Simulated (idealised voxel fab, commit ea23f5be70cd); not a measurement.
This section sets out a process module, namely voxel double patterning.
Pictured: cross-section cut, 215 nm wide, on a grid of 5 nm square cells.
Reading order for cross-sections: top band down to bottom band. Underlying form: a grid of square cells. Band size: one or more rows of cells. Top height, bottom height, nm. Materials left to right, width each, nm. Single material + "all across" = fills band edge to edge. "empty" = empty. Heights from 0 (as-received wafer is one material below). Bottom band endless downward, as "0 and below". Width spec "30..40" -> top row of cells at first value, bottom row at second value, equal per-row change in between. Key: "stayed the same" - step with no changed cell in the cross-section. Entry "Enclosed internal cavities" = empty spaces >= 8 cells with no open way to the top; each as width x height at distance, distance from left edge, all nm. after a step's settings: what the simulator itself notes on the step. A step line may carry the setting "overlay nm", which, for steps involving a mask, states the distance by which the mask lay to the right of its intended position; negative values denote displacement to the left.
Steps planned for the process
- 1: RECEIVE [material Si]
- 2: CONFORMAL_DEP [material SiO2] [thk nm 5]
- 3: DIRECTIONAL_DEP [material TiN] [thk nm 20]
- 4: DIRECTIONAL_DEP [material SiCN] [thk nm 5]
- 5: PATTERN [tone open] [mask id FIRST] [material resist] [width nm 15] [pitch nm 50] [thk nm 15] [overlay nm 0]
- 6: DIRECTIONAL_ETCH [etch materials SiCN] [depth nm 5]
- 7: STRIP [etch materials resist]
- 8: PATTERN [tone open] [mask id SECOND] [material resist] [width nm 15] [thk nm 20] [overlay nm 0]
- 9: DIRECTIONAL_ETCH [etch materials SiCN] [depth nm 5]
- 10: STRIP [etch materials resist]
- 11: DIRECTIONAL_ETCH [etch materials TiN] [depth nm 20]
- 12: STRIP [etch materials SiCN]
On the first of the two wafers: run conducted according to plan
As received (post step 1): cross-section
> 0 and below = Si all across
> Enclosed internal cavities: none
Wafer after step 2 (cross-section)
> 5 down to 0 = SiO2 all across
> Under 0: no change, same as before.
Wafer after step 3 (cross-section)
> 25 down to 5 = TiN all across
> Under 5: no change, same as before.
Wafer after step 4 (cross-section)
> 30 down to 25 = SiCN all across
> Under 25: no change, same as before.
Wafer after step 5 (cross-section)
> 45 down to 30 = resist 75 nm  empty 15 nm  resist 35 nm  empty 15 nm  resist 75 nm
> Under 30: no change, same as before.
Wafer after step 6 (cross-section)
> 45 down to 30 = resist 75 nm  empty 15 nm  resist 35 nm  empty 15 nm  resist 75 nm
> 30 down to 25 = SiCN 75 nm  empty 15 nm  SiCN 35 nm  empty 15 nm  SiCN 75 nm
> Under 25: no change, same as before.
Wafer after step 7 (cross-section)
> 30 down to 25 = SiCN 75 nm  empty 15 nm  SiCN 35 nm  empty 15 nm  SiCN 75 nm
> Under 25: no change, same as before.
Wafer after step 8 (cross-section)
> 50 down to 30 = resist 100 nm  empty 15 nm  resist 100 nm
> 30 down to 25 = SiCN 75 nm  resist 15 nm  SiCN 35 nm  resist 15 nm  SiCN 75 nm
> Under 25: no change, same as before.
Wafer after step 9 (cross-section)
> 50 down to 30 = resist 100 nm  empty 15 nm  resist 100 nm
> 30 down to 25 = SiCN 75 nm  resist 15 nm  SiCN 10 nm  empty 15 nm  SiCN 10 nm  resist 15 nm  SiCN 75 nm
> Under 25: no change, same as before.
Wafer after step 10 (cross-section)
> 30 down to 25 = SiCN 75 nm  empty 15 nm  SiCN 10 nm  empty 15 nm  SiCN 10 nm  empty 15 nm  SiCN 75 nm
> Under 25: no change, same as before.
Wafer after step 11 (cross-section)
> 30 down to 25 = SiCN 75 nm  empty 15 nm  SiCN 10 nm  empty 15 nm  SiCN 10 nm  empty 15 nm  SiCN 75 nm
> 25 down to 5 = TiN 75 nm  empty 15 nm  TiN 10 nm  empty 15 nm  TiN 10 nm  empty 15 nm  TiN 75 nm
> Under 5: no change, same as before.
Wafer after step 12 (cross-section)
> 25 down to 5 = TiN 75 nm  empty 15 nm  TiN 10 nm  empty 15 nm  TiN 10 nm  empty 15 nm  TiN 75 nm
> Under 5: no change, same as before.
Regarding the second of the two wafers: it shared the first wafer's starting condition and process plan, yet one error occurred during its execution. Its history coincides with that of the first wafer up to and including step 7
Second wafer: cross-section at the scheduled end of step 8
> 50 down to 30 = resist 105 nm  empty 15 nm  resist 95 nm
> 30 down to 25 = SiCN 75 nm  resist 15 nm  SiCN 35 nm  resist 15 nm  SiCN 75 nm
> Under 25: no change, same as before.
Second wafer: cross-section at the scheduled end of step 9
> 50 down to 30 = resist 105 nm  empty 15 nm  resist 95 nm
> 30 down to 25 = SiCN 75 nm  resist 15 nm  SiCN 15 nm  empty 15 nm  SiCN 5 nm  resist 15 nm  SiCN 75 nm
> Under 25: no change, same as before.
Second wafer: cross-section at the scheduled end of step 10
> 30 down to 25 = SiCN 75 nm  empty 15 nm  SiCN 15 nm  empty 15 nm  SiCN 5 nm  empty 15 nm  SiCN 75 nm
> Under 25: no change, same as before.
Second wafer: cross-section at the scheduled end of step 11
> 30 down to 25 = SiCN 75 nm  empty 15 nm  SiCN 15 nm  empty 15 nm  SiCN 5 nm  empty 15 nm  SiCN 75 nm
> 25 down to 5 = TiN 75 nm  empty 15 nm  TiN 15 nm  empty 15 nm  TiN 5 nm  empty 15 nm  TiN 75 nm
> Under 5: no change, same as before.
Second wafer: cross-section at the scheduled end of step 12
> 25 down to 5 = TiN 75 nm  empty 15 nm  TiN 15 nm  empty 15 nm  TiN 5 nm  empty 15 nm  TiN 75 nm
> Under 5: no change, same as before.
Error vs. plan: in deviation from the planned setting, step 8 was conducted as PATTERN [tone open] [mask id SECOND] [material resist] [width nm 15] [thk nm 20] [overlay nm 5]
End check, second vs first wafer: material counts in cells match, positions do not.
